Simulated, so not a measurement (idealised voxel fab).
process module | voxel spacer lines
Cross-section cut: width 190 nm, square cells of 5 nm.
We lay out every cross-section as a grid of square cells and spell it out in bands from the top down, where one band means one or more rows of cells.
For a band, the entry starts with two heights in nm, that of the top and then that of the bottom, and carries on with the band's materials in order from left to right, each alongside its width in nm; the word "throughout" beside a single material means it fills the band edge to edge, and "blank" means empty space.
Basically, 0 is our baseline, since under it the wafer straight out of the box is all one material. The bottom band has no lower end and keeps on going down, so it looks like "0 nm and below".
Per-row width for "30..40": begins at first number (top row of band), ends at second number (bottom row), increment between rows held constant.
"stayed the same" for a step: no cell of the cross-section changed in that step.
Heads up: "Sealed internal cavities" only lists the empty pockets with no open path to the top that are 8 cells or more, and it writes them as width x height at distance, distance from the left edge, in nm.
If you see something after the settings on a step's line, that's the simulator's own remark about that step.
You can add "overlay nm" to a step's line. For a step with a mask, it describes how far the mask lay to the right of its planned position, and a negative number describes a lay to the left.

**The process steps that were planned are listed below**
1: RECEIVE with material Si
2: CONFORMAL_DEP with material Al2O3, thk nm 10
3: DIRECTIONAL_DEP with material polySi, thk nm 10
4: DIRECTIONAL_DEP with material aC, thk nm 20
5: PATTERN with tone cover, mask id MANDREL, material resist, width nm 20, pitch nm 70, thk nm 25, overlay nm 0
6: DIRECTIONAL_ETCH with etch materials aC, depth nm 20
7: STRIP with etch materials resist
8: CONFORMAL_DEP with material SiO2, thk nm 15
9: DIRECTIONAL_ETCH with etch materials SiO2, depth nm 15
10: STRIP with etch materials aC
11: DIRECTIONAL_ETCH with etch materials polySi, depth nm 10
12: STRIP with etch materials SiO2
13: FILL_DEP with material lowk, thk nm 10
14: CMP with height nm 20

**As-received wafer cross-section (after step 1)**
    0 nm and below: Si throughout
    Sealed internal cavities: none

**Wafer at module end, in section. Began as above, planned as above, run with one mistake**
    20 nm to 10 nm: polySi=15  lowk=20  polySi=15  lowk=20  polySi=15  lowk=20  polySi=15  lowk=20  polySi=15  lowk=20  polySi=15
    10 nm to 0 nm: lowk throughout
    0 nm and below: Si throughout
    Sealed internal cavities: none
Plan not followed: the process deviated at step 2: the operation and settings actually run there were CONFORMAL_DEP with material lowk, thk nm 10
